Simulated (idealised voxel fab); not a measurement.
process module | voxel capacitor over wiring
cross-section cut | 230 nm wide | cells 5 nm
A cross-section is a grid of square cells, given in bands from the top down. A band is one or more rows of cells.
Each band's line starts with the height of the band's top and of its bottom, in nm. Then come its materials from left to right, each with its width in nm. One material with "throughout" fills the band from edge to edge. "air" is empty space.
Height 0 is the level under which the wafer as received is all one material. The lowest band goes on downwards, as in "0 down".
A width such as "30 to 40" changes by the same amount from each row of cells to the next, from the band's top row to its bottom row.
"no change" after a step means that no cell of the cross-section changed.
closed voids: empty space of 8 cells or more with no open way to the top, each as width x height at its distance from the left edge, in nm
after a step's settings: what the simulator itself notes on the step
overlay nm, on a step with a mask: how far to the right of its planned place the mask lay; to the left if negative
plan
1 op RECEIVE | material Si
2 op CONFORMAL_DEP | material SiO2 | thk nm 15
3 op CONFORMAL_DEP | material SiN | thk nm 5
4 op DIRECTIONAL_DEP | material SiO2 | thk nm 15
5 op MASKED_ETCH | tone open | mask id METAL_1 | width nm 20 | pitch nm 90 | etch materials SiO2 | depth nm 15 | overlay nm 0
6 op MASKED_ETCH | tone open | mask id METAL_1 | width nm 20 | pitch nm 90 | etch materials SiN | depth nm 5 | overlay nm 0
7 op CONFORMAL_DEP | material TiN | thk nm 5
8 op FILL_DEP | material Cu | thk nm 5
9 op CMP | height nm 35
10 op CONFORMAL_DEP | material SiCN | thk nm 5
11 op DIRECTIONAL_DEP | material SiO2 | thk nm 15
12 op MASKED_ETCH | tone open | mask id PLUG_1 | width nm 15 | etch materials SiO2 | depth nm 15 | overlay nm 0
13 op MASKED_ETCH | tone open | mask id PLUG_1 | width nm 15 | etch materials SiCN | depth nm 5 | overlay nm 0
14 op CONFORMAL_DEP | material TiN | thk nm 5
15 op FILL_DEP | material Ru | thk nm 5
16 op CMP | height nm 55
17 op DIRECTIONAL_DEP | material TiN | thk nm 10
18 op DIRECTIONAL_DEP | material HfO2 | thk nm 5
19 op DIRECTIONAL_DEP | material TiN | thk nm 10
20 op MASKED_ETCH | tone cover | mask id UPPER_PLATE | width nm 75 | etch materials TiN | depth nm 10 | overlay nm 0
21 op MASKED_ETCH | tone cover | mask id UPPER_PLATE | width nm 75 | etch materials HfO2 | depth nm 5 | overlay nm 0
22 op MASKED_ETCH | tone cover | mask id LOWER_PLATE | width nm 85 | etch materials TiN | depth nm 10 | overlay nm 0
23 op FILL_DEP | material SiO2 | thk nm 20
24 op CMP | height nm 95
25 op PATTERN | tone open | mask id PLUG_2 | material resist | width nm 15 | thk nm 15 | overlay nm 0
26 op DIRECTIONAL_ETCH | etch materials SiO2 | depth nm 15
27 op STRIP | etch materials resist
28 op CONFORMAL_DEP | material TiN | thk nm 5
29 op FILL_DEP | material W | thk nm 5
30 op CMP | height nm 95
31 op CONFORMAL_DEP | material SiN | thk nm 5
as received, after step 1
  0 down: Si throughout
  closed voids: none
first wafer at the end, as planned
  100 to 95: SiN throughout
  95 to 85: SiO2 75 | TiN 5 | W 5 | TiN 5 | SiO2 140
  85 to 80: SiO2 75 | TiN 15 | SiO2 140
  80 to 70: SiO2 65 | TiN 75 | SiO2 90
  70 to 65: SiO2 65 | HfO2 75 | SiO2 90
  65 to 55: SiO2 60 | TiN 85 | SiO2 85
  55 to 40: SiO2 65 | TiN 5 | Ru 5 | TiN 5 | SiO2 150
  40 to 35: SiCN 65 | TiN 15 | SiCN 150
  35 to 20: SiO2 60 | TiN 5 | Cu 10 | TiN 5 | SiO2 70 | TiN 5 | Cu 10 | TiN 5 | SiO2 60
  20 to 15: SiN 60 | TiN 20 | SiN 70 | TiN 20 | SiN 60
  15 to 0: SiO2 throughout
  0 down: Si throughout
  closed voids: none
second wafer at the end: like start, like plan, one mistake
  100 to 95: SiN throughout
  95 to 85: SiO2 75 | TiN 5 | W 5 | TiN 5 | SiO2 140
  85 to 80: SiO2 75 | TiN 15 | SiO2 140
  80 to 75: SiO2 throughout
  75 to 65: SiO2 65 | TiN 75 | SiO2 90
  65 to 55: SiO2 60 | TiN 85 | SiO2 85
  55 to 40: SiO2 65 | TiN 5 | Ru 5 | TiN 5 | SiO2 150
  40 to 35: SiCN 65 | TiN 15 | SiCN 150
  35 to 20: SiO2 60 | TiN 5 | Cu 10 | TiN 5 | SiO2 70 | TiN 5 | Cu 10 | TiN 5 | SiO2 60
  20 to 15: SiN 60 | TiN 20 | SiN 70 | TiN 20 | SiN 60
  15 to 0: SiO2 throughout
  0 down: Si throughout
  closed voids: none
what went wrong: step 18 was left out
at the end the second wafer has, in cells: 15 fewer of HfO2 | 15 more of SiO2
